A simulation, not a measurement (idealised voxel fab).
process module | voxel trench capacitor
cross-section cut | 195 nm wide | cells 5 nm
A cross-section is a grid of square cells, given in bands from the top down. A band is one or more rows of cells.
Each band's line starts with the height of the band's top and of its bottom, in nm. Then come its materials from left to right, each with its width in nm. One material with "throughout" fills the band from edge to edge. "air" is empty space.
Height 0 is the level under which the wafer as received is all one material. The lowest band goes on downwards, as in "0 down".
A width such as "30 to 40" changes by the same amount from each row of cells to the next, from the band's top row to its bottom row.
"no change" after a step means that no cell of the cross-section changed.
closed voids: empty space of 8 cells or more with no open way to the top, each as width x height at its distance from the left edge, in nm
after a step's settings: what the simulator itself notes on the step
overlay nm, on a step with a mask: how far to the right of its planned place the mask lay; to the left if negative
plan
1 op RECEIVE | material Si
2 op CONFORMAL_DEP | material SiN | thk nm 10
3 op PATTERN | tone open | mask id TRENCH | material resist | width nm 25 | pitch nm 45 | thk nm 15 | overlay nm 0
4 op DIRECTIONAL_ETCH | etch materials SiN | depth nm 10
5 op DIRECTIONAL_ETCH | etch materials Si | depth nm 30
6 op STRIP | etch materials resist
7 op CONFORMAL_DEP | material Al2O3 | thk nm 5
8 op CONFORMAL_DEP | material TiN | thk nm 5
9 op FILL_DEP | material W | thk nm 5
10 op CMP | height nm 10
as received, after step 1
  0 down: Si throughout
  closed voids: none
first wafer at the end, as planned
  10 to 0: SiN 40 | Al2O3 5 | TiN 5 | W 5 | TiN 5 | Al2O3 5 | SiN 20 | Al2O3 5 | TiN 5 | W 5 | TiN 5 | Al2O3 5 | SiN 20 | Al2O3 5 | TiN 5 | W 5 | TiN 5 | Al2O3 5 | SiN 40
  0 to -20: Si 40 | Al2O3 5 | TiN 5 | W 5 | TiN 5 | Al2O3 5 | Si 20 | Al2O3 5 | TiN 5 | W 5 | TiN 5 | Al2O3 5 | Si 20 | Al2O3 5 | TiN 5 | W 5 | TiN 5 | Al2O3 5 | Si 40
  -20 to -25: Si 40 | Al2O3 5 | TiN 15 | Al2O3 5 | Si 20 | Al2O3 5 | TiN 15 | Al2O3 5 | Si 20 | Al2O3 5 | TiN 15 | Al2O3 5 | Si 40
  -25 to -30: Si 40 | Al2O3 25 | Si 20 | Al2O3 25 | Si 20 | Al2O3 25 | Si 40
  -30 down: Si throughout
  closed voids: none
second wafer at the end: like start, like plan, one mistake
  20 to 15: TiN 50 | W 5 | TiN 40 | W 5 | TiN 40 | W 5 | TiN 50
  15 to 10: Al2O3 45 | TiN 5 | W 5 | TiN 5 | Al2O3 30 | TiN 5 | W 5 | TiN 5 | Al2O3 30 | TiN 5 | W 5 | TiN 5 | Al2O3 45
  10 to 0: SiN 40 | Al2O3 5 | TiN 5 | W 5 | TiN 5 | Al2O3 5 | SiN 20 | Al2O3 5 | TiN 5 | W 5 | TiN 5 | Al2O3 5 | SiN 20 | Al2O3 5 | TiN 5 | W 5 | TiN 5 | Al2O3 5 | SiN 40
  0 to -20: Si 40 | Al2O3 5 | TiN 5 | W 5 | TiN 5 | Al2O3 5 | Si 20 | Al2O3 5 | TiN 5 | W 5 | TiN 5 | Al2O3 5 | Si 20 | Al2O3 5 | TiN 5 | W 5 | TiN 5 | Al2O3 5 | Si 40
  -20 to -25: Si 40 | Al2O3 5 | TiN 15 | Al2O3 5 | Si 20 | Al2O3 5 | TiN 15 | Al2O3 5 | Si 20 | Al2O3 5 | TiN 15 | Al2O3 5 | Si 40
  -25 to -30: Si 40 | Al2O3 25 | Si 20 | Al2O3 25 | Si 20 | Al2O3 25 | Si 40
  -30 down: Si throughout
  closed voids: none
what went wrong: step 10 ran as: op CMP | height nm 20
at the end the second wafer has, in cells: 30 more of Al2O3 | 42 more of TiN | 6 more of W
